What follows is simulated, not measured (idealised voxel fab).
You're looking at the process module voxel double patterning.
In the cross-section labelled cut, the width is 210 nm and each square cell is 5 nm.
Cross-section spec: square-cell grid; bands listed top down; each band is one or more rows. Top height, bottom height, nm. Materials left to right, width each, nm. Single material + "all across" = fills band edge to edge. "blank" = empty. Heights are reckoned from 0. Under this level, the received wafer is all of one material. The bottommost band is open-ended downward, for example "top 0, no bottom". Quick explanation for "30 to 40": the width changes in equal steps down the rows of cells, from the first number in the band's top row to the second number in its bottom row. Any step labelled "stayed the same" changed none of the cells in the cross-section. "Closed voids list" means: voids of 8 cells or more that are shut off from the top with no open way through. Written width x height at distance, distance from the left edge, in nm. The remark found on a step's line after its settings is issued by the simulator itself and pertains to that step. The optional step-line setting "overlay nm" applies to steps with a mask and quantifies how far to the right of its planned location the mask lay, a negative value indicating leftward placement.
Planned process steps
- 1: op RECEIVE | material Si
- 2: op CONFORMAL_DEP | material SiO2 | thk nm 5
- 3: op DIRECTIONAL_DEP | material W | thk nm 20
- 4: op DIRECTIONAL_DEP | material SiN | thk nm 10
- 5: op DIRECTIONAL_DEP | material aC | thk nm 10
- 6: op PATTERN | tone open | mask id FIRST | material resist | width nm 15 | pitch nm 50 | thk nm 30 | overlay nm 0
- 7: op DIRECTIONAL_ETCH | etch materials aC | depth nm 10
- 8: op STRIP | etch materials resist
- 9: op DIRECTIONAL_ETCH | etch materials SiN | depth nm 10
- 10: op STRIP | etch materials aC
- 11: op DIRECTIONAL_DEP | material aC | thk nm 15
- 12: op PATTERN | tone open | mask id SECOND | material resist | width nm 15 | thk nm 35 | overlay nm 0
- 13: op DIRECTIONAL_ETCH | etch materials aC | depth nm 15
- 14: op STRIP | etch materials resist
- 15: op DIRECTIONAL_ETCH | etch materials SiN | depth nm 10
- 16: op STRIP | etch materials aC
- 17: op DIRECTIONAL_ETCH | etch materials W | depth nm 20
- 18: op STRIP | etch materials SiN
Cross-sectional view of the wafer in its as-received condition, corresponding to the state after step 1
* top 0, no bottom  Si all across
* Closed voids list: none
Wafer cross-section at end of module: start and plan as shown above, one execution error
* top 45, bottom 25  W 70 nm, then blank 15 nm, then W 10 nm, then blank 15 nm, then W 10 nm, then blank 15 nm, then W 75 nm
* top 25, bottom 5  W all across
* top 5, bottom 0  SiO2 all across
* top 0, no bottom  Si all across
* Closed voids list: none
In executing the process, a mistake was made relative to the plan: step 3 of the plan was performed twice
